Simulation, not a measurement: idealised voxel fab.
The name of this process module is voxel self aligned vias.
Cross-sectional view cut (width: 295 nm; square cell size: 5 nm).
In what follows, cross-sections appear as grids of square cells, described through bands that run from the top down, where every band is one or more rows of cells. Quick guide to a band line: top height, bottom height (nm) up front; then every material left to right with its width in nm. Only one material and it's marked "edge to edge"? Then it fills the band edge to edge. And "empty" just means empty space. Basically, 0 is our baseline, since under it the wafer straight out of the box is all one material. The bottom band has no lower end and keeps on going down, so it looks like "top 0, no bottom". Top row gets the first number, bottom row gets the second, and each row in between changes by the same step: that is how a band width like "30->40" works. Given "nothing different" for a step, no cell of the cross-section differs between before and after that step. Closed empty spaces (no open way to the top) of 8 cells or more are what "Sealed cavities" lists, each as width x height at distance from the left edge, nm for all three. If you see something after the settings on a step's line, that's the simulator's own remark about that step. overlay nm: mask right of planned place by this much (step with mask). Neg. = left. If you're wondering how to read the rest of this, here's the deal. It's pairs of cross-sections: one from before a process step, one from after it. The after one is only drawn as far down as the lowest band that changed. Right under each pair you'll see which step sits between them and what its settings were. Don't read the pairs as one continuous story, though. They can come from different runs of this module on the same starting wafer, and a pair only carries on from the one above it where its entry headed "Before this step" says so.
[Before this step]
	top 65, bottom 60  60 of empty / 45 of TiN / 85 of empty / 45 of TiN / 60 of empty
	top 60, bottom 50  60 of empty / 5 of TiN / 35 of SiO2 / 5 of TiN / 85 of empty / 5 of TiN / 35 of SiO2 / 5 of TiN / 60 of empty
	top 50, bottom 45  65 of TiN / 35 of SiO2 / 40 of TiN / 15 of empty / 40 of TiN / 35 of SiO2 / 65 of TiN
	top 45, bottom 40  70 of SiO2 / 25 of SiN / 40 of SiO2 / 5 of TiN / 15 of empty / 5 of TiN / 40 of SiO2 / 25 of SiN / 70 of SiO2
	top 40, bottom 35  70 of SiO2 / 25 of SiN / 40 of SiO2 / 25 of TiN / 40 of SiO2 / 25 of SiN / 70 of SiO2
	top 35, bottom 20  70 of SiO2 / 5 of TiN / 15 of W / 5 of TiN / 40 of SiO2 / 5 of TiN / 15 of W / 5 of TiN / 40 of SiO2 / 5 of TiN / 15 of W / 5 of TiN / 70 of SiO2
	top 20, bottom 15  70 of SiO2 / 25 of TiN / 40 of SiO2 / 25 of TiN / 40 of SiO2 / 25 of TiN / 70 of SiO2
	top 15, bottom 10  SiCN edge to edge
	top 10, bottom 0  SiO2 edge to edge
	top 0, no bottom  Si edge to edge
	Sealed cavities: none
[Cross-Section After Step]
	top 75, bottom 65  Ru edge to edge
	top 65, bottom 60  60 of Ru / 45 of TiN / 85 of Ru / 45 of TiN / 60 of Ru
	top 60, bottom 50  60 of Ru / 5 of TiN / 35 of SiO2 / 5 of TiN / 85 of Ru / 5 of TiN / 35 of SiO2 / 5 of TiN / 60 of Ru
	top 50, bottom 45  65 of TiN / 35 of SiO2 / 40 of TiN / 15 of Ru / 40 of TiN / 35 of SiO2 / 65 of TiN
	top 45, bottom 40  70 of SiO2 / 25 of SiN / 40 of SiO2 / 5 of TiN / 15 of Ru / 5 of TiN / 40 of SiO2 / 25 of SiN / 70 of SiO2
	Beneath the level 40, the cross-section is identical to its previous state.
	Sealed cavities: none
Process step bridging the above cross-sections: FILL_DEP [material Ru] [thk nm 10]
Before this step: unchanged from the after cross-section in the pair immediately above; refer to that figure.
[Cross-Section After Step]
	top 60, bottom 50  60 of Ru / 5 of TiN / 35 of SiO2 / 5 of TiN / 85 of Ru / 5 of TiN / 35 of SiO2 / 5 of TiN / 60 of Ru
	Beneath the level 50, the cross-section is identical to its previous state.
	Sealed cavities: none
Process step bridging the above cross-sections: CMP [height nm 60]
Before this step: unchanged from the after cross-section in the pair immediately above; refer to that figure.
[Cross-Section After Step]
	top 65, bottom 60  SiCN edge to edge
	Beneath the level 60, the cross-section is identical to its previous state.
	Sealed cavities: none
Process step bridging the above cross-sections: CONFORMAL_DEP [material SiCN] [thk nm 5]
